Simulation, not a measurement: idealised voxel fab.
Module name: voxel quadruple lines (process module)
Cross-section cut spans 200 nm and uses square cells 5 nm in size.
A cross-section is written here as square cells arranged in a grid, and it is given in bands from the top down, each band taking up one or more rows of cells. Basically the band line says how high the top is and how high the bottom is, in nm, and then what's in it from left to right, every material with its width in nm. Empty space shows up as "air", and if a single material carries "all across" it runs the full band edge to edge. Beneath 0, the wafer as received is one material, and that level is where height counting begins. The lowest band goes on downward without a bottom; it is written like "0 down". Width: "30..40" (first number = top row, second number = bottom row, same change from row to row of cells). What does "no modification" mean for a step? It means no cell of the cross-section changed in that step. "Cavities, closed": empty spaces of 8 cells or more with no open way to the top, each given as width x height at distance, distance from the left edge, all in nm. Post-settings text on a step line: simulator's own remark regarding the step. "overlay nm" on a masked step: distance the mask lay right of its planned place, negative for left.

# Process steps foreseen in the plan
| 1 | RECEIVE (material Si) |
| 2 | CONFORMAL_DEP (material Al2O3; thk nm 10) |
| 3 | DIRECTIONAL_DEP (material TiN; thk nm 10) |
| 4 | DIRECTIONAL_DEP (material polySi; thk nm 15) |
| 5 | DIRECTIONAL_DEP (material aC; thk nm 20) |
| 6 | PATTERN (tone cover; mask id MANDREL; material resist; width nm 30; thk nm 30; overlay nm 0) |
| 7 | DIRECTIONAL_ETCH (etch materials aC; depth nm 20) |
| 8 | STRIP (etch materials resist) |
| 9 | CONFORMAL_DEP (material SiO2; thk nm 10) |
| 10 | DIRECTIONAL_ETCH (etch materials SiO2; depth nm 10) |
| 11 | STRIP (etch materials aC) |
| 12 | DIRECTIONAL_ETCH (etch materials polySi; depth nm 15) |
| 13 | STRIP (etch materials SiO2) |
| 14 | CONFORMAL_DEP (material SiCN; thk nm 10) |
| 15 | DIRECTIONAL_ETCH (etch materials SiCN; depth nm 10) |
| 16 | STRIP (etch materials polySi) |
| 17 | DIRECTIONAL_ETCH (etch materials TiN; depth nm 10) |
| 18 | STRIP (etch materials SiCN) |

# Cross-section of the wafer at receipt, which is the condition after step 1
- 0 down = Si all across
- Cavities, closed: none

# As-planned run: cross-section of the first of two wafers at end of module
- 20 to 10 = 65 nm air / 10 nm TiN / 10 nm air / 10 nm TiN / 10 nm air / 10 nm TiN / 10 nm air / 10 nm TiN / 65 nm air
- 10 to 0 = Al2O3 all across
- 0 down = Si all across
- Cavities, closed: none

# second wafer at the end: like start, like plan, one mistake
- 20 to 15 = 65 nm air / 10 nm TiN / 10 nm air / 10 nm TiN / 10 nm air / 10 nm TiN / 10 nm air / 10 nm TiN / 65 nm air
- 15 to 10 = TiN all across
- 10 to 0 = Al2O3 all across
- 0 down = Si all across
- Cavities, closed: none
Finding, execution versus plan: in deviation from the planned setting, step 17 was conducted as DIRECTIONAL_ETCH (etch materials TiN; depth nm 5)
FYI, end of process, the second wafer has more or fewer cells of some materials than the first: TiN +32
